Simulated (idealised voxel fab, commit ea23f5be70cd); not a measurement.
Module name: voxel transistor to metal (process module)
Xsec cut, 155 nm wide, square cell size 5 nm.
If you're reading a cross-section in this doc, picture square cells in a grid; it comes to you as bands, top ones listed first down to the bottom, and a band can be one or more rows of cells. The band entry comprises the height of the band's top followed by the height of its bottom, expressed in nm, and subsequently the band's materials from left to right, each stated together with its width in nm. Where a single material is marked with the word "all across", that material fills the band from edge to edge. The word "empty" represents empty space. Basically, 0 is our baseline, since under it the wafer straight out of the box is all one material. The bottom band has no lower end and keeps on going down, so it looks like "0 and below". Think of "30 to 40" as a width that walks from the first number to the second as you go down the band, top row to bottom row, taking equal-sized steps from row to row. "remained the same", as given for a step, is the statement that not any cell of the cross-section underwent a change during that step. Reported under the label "Entrapped voids" are the empty spaces having no open way to the top and comprising 8 cells or more; the notation for each is width x height at distance, in which the distance is measured from the left edge and all three values are in nm. On each step's line, the part that comes after the settings is the simulator's own comment on the step. overlay nm: mask offset rightward from planned place, masked step; negative means leftward offset.
## Intended process steps
step 1: RECEIVE: material Si
step 2: OXIDIZE: depth nm 5
step 3: CONFORMAL_DEP: material SiN, thk nm 15
step 4: MASKED_ETCH: tone cover, mask id ACTIVE, width nm 105, etch materials SiN, depth nm 15, overlay nm 0
step 5: MASKED_ETCH: tone cover, mask id ACTIVE, width nm 105, etch materials SiO2, depth nm 5, overlay nm 0
step 6: MASKED_ETCH: tone cover, mask id ACTIVE, width nm 105, etch materials Si, depth nm 35, overlay nm 0
step 7: OXIDIZE: depth nm 5
step 8: FILL_DEP: material SiO2, thk nm 10
step 9: CMP: height nm 15
step 10: SELECTIVE_ETCH: etch materials SiO2, depth nm 10
step 11: STRIP: etch materials SiN
step 12: SELECTIVE_ETCH: etch materials SiO2, depth nm 5
step 13: OXIDIZE: depth nm 5
step 14: DIRECTIONAL_DEP: material polySi, thk nm 25
step 15: DIRECTIONAL_DEP: material SiCN, thk nm 15
step 16: DIRECTIONAL_DEP: material aC, thk nm 10
step 17: PATTERN: tone cover, mask id GATE, material resist, width nm 15, thk nm 25, overlay nm 0
step 18: DIRECTIONAL_ETCH: etch materials aC, depth nm 10
step 19: STRIP: etch materials resist
step 20: DIRECTIONAL_ETCH: etch materials SiCN, depth nm 25
step 21: DIRECTIONAL_ETCH: etch materials polySi, depth nm 35
step 22: STRIP: etch materials aC
step 23: CONFORMAL_DEP: material SiO2, thk nm 5
step 24: DIRECTIONAL_ETCH: etch materials SiO2, depth nm 5
step 25: CONFORMAL_DEP: material SiN, thk nm 10
step 26: DIRECTIONAL_ETCH: etch materials SiN, depth nm 10
step 27: DIRECTIONAL_ETCH: etch materials SiO2, depth nm 5
step 28: DIRECTIONAL_ETCH: etch materials Si, depth nm 5
step 29: EPI: material pSi, thk nm 10
step 30: FILL_DEP: material SiO2, thk nm 5
step 31: CMP: height nm 35
step 32: DIRECTIONAL_DEP: material SiO2, thk nm 15
step 33: PATTERN: tone open, mask id CONTACT, material resist, width nm 20, pitch nm 65, thk nm 20, overlay nm 0
step 34: DIRECTIONAL_ETCH: etch materials SiO2, depth nm 50
step 35: STRIP: etch materials resist
step 36: CONFORMAL_DEP: material TiN, thk nm 5
step 37: FILL_DEP: material W, thk nm 5
step 38: CMP: height nm 50
step 39: CONFORMAL_DEP: material SiCN, thk nm 5
step 40: DIRECTIONAL_DEP: material SiO2, thk nm 25
step 41: PATTERN: tone open, mask id METAL_1, material resist, width nm 20, pitch nm 65, thk nm 15, overlay nm 0
step 42: DIRECTIONAL_ETCH: etch materials SiO2, depth nm 25
step 43: DIRECTIONAL_ETCH: etch materials SiCN, depth nm 5
step 44: STRIP: etch materials resist
step 45: CONFORMAL_DEP: material TiN, thk nm 5
step 46: FILL_DEP: material W, thk nm 5
step 47: CMP: height nm 80
step 48: EPI: material Ru, thk nm 5
step 49: FILL_DEP: material SiCN, thk nm 5
## Here's what the wafer looked like in cross-section when it arrived - that's after step 1
> 0 and below: Si all across
> Entrapped voids: none
## The plan above was carried out on the starting structure above with one mistake, and this cross-section shows the wafer at the end of the module
> 90 down to 85: SiCN all across
> 85 down to 80: 30 nm SiCN, then 30 nm Ru, then 35 nm SiCN, then 30 nm Ru, then 30 nm SiCN
> 80 down to 55: 35 nm SiO2, then 5 nm TiN, then 10 nm W, then 5 nm TiN, then 45 nm SiO2, then 5 nm TiN, then 10 nm W, then 5 nm TiN, then 35 nm SiO2
> 55 down to 50: 35 nm SiCN, then 20 nm TiN, then 45 nm SiCN, then 20 nm TiN, then 35 nm SiCN
> 50 down to 35: 35 nm SiO2, then 5 nm TiN, then 10 nm W, then 5 nm TiN, then 45 nm SiO2, then 5 nm TiN, then 10 nm W, then 5 nm TiN, then 35 nm SiO2
> 35 down to 20: 35 nm SiO2, then 5 nm TiN, then 10 nm W, then 5 nm TiN, then 10 nm SiN, then 5 nm SiO2, then 15 nm SiCN, then 5 nm SiO2, then 10 nm SiN, then 5 nm TiN, then 10 nm W, then 5 nm TiN, then 35 nm SiO2
> 20 down to 5: 35 nm SiO2, then 5 nm TiN, then 10 nm W, then 5 nm TiN, then 10 nm SiN, then 5 nm SiO2, then 15 nm polySi, then 5 nm SiO2, then 10 nm SiN, then 5 nm TiN, then 10 nm W, then 5 nm TiN, then 35 nm SiO2
> 5 down to 0: 35 nm SiN, then 20 nm TiN, then 10 nm SiN, then 5 nm SiO2, then 15 nm polySi, then 5 nm SiO2, then 10 nm SiN, then 20 nm TiN, then 35 nm SiN
> 0 down to -5: 25 nm SiO2, then 40 nm SiN, then 5 nm SiO2, then 15 nm polySi, then 5 nm SiO2, then 40 nm SiN, then 25 nm SiO2
> -5 down to -10: SiO2 all across
> -10 down to -45: 30 nm SiO2, then 95 nm Si, then 30 nm SiO2
> -45 and below: Si all across
> Entrapped voids: none
Here's what went sideways: so step 26 ended up running with a different setting than we planned, it ran as DIRECTIONAL_ETCH: etch materials SiN, depth nm 5
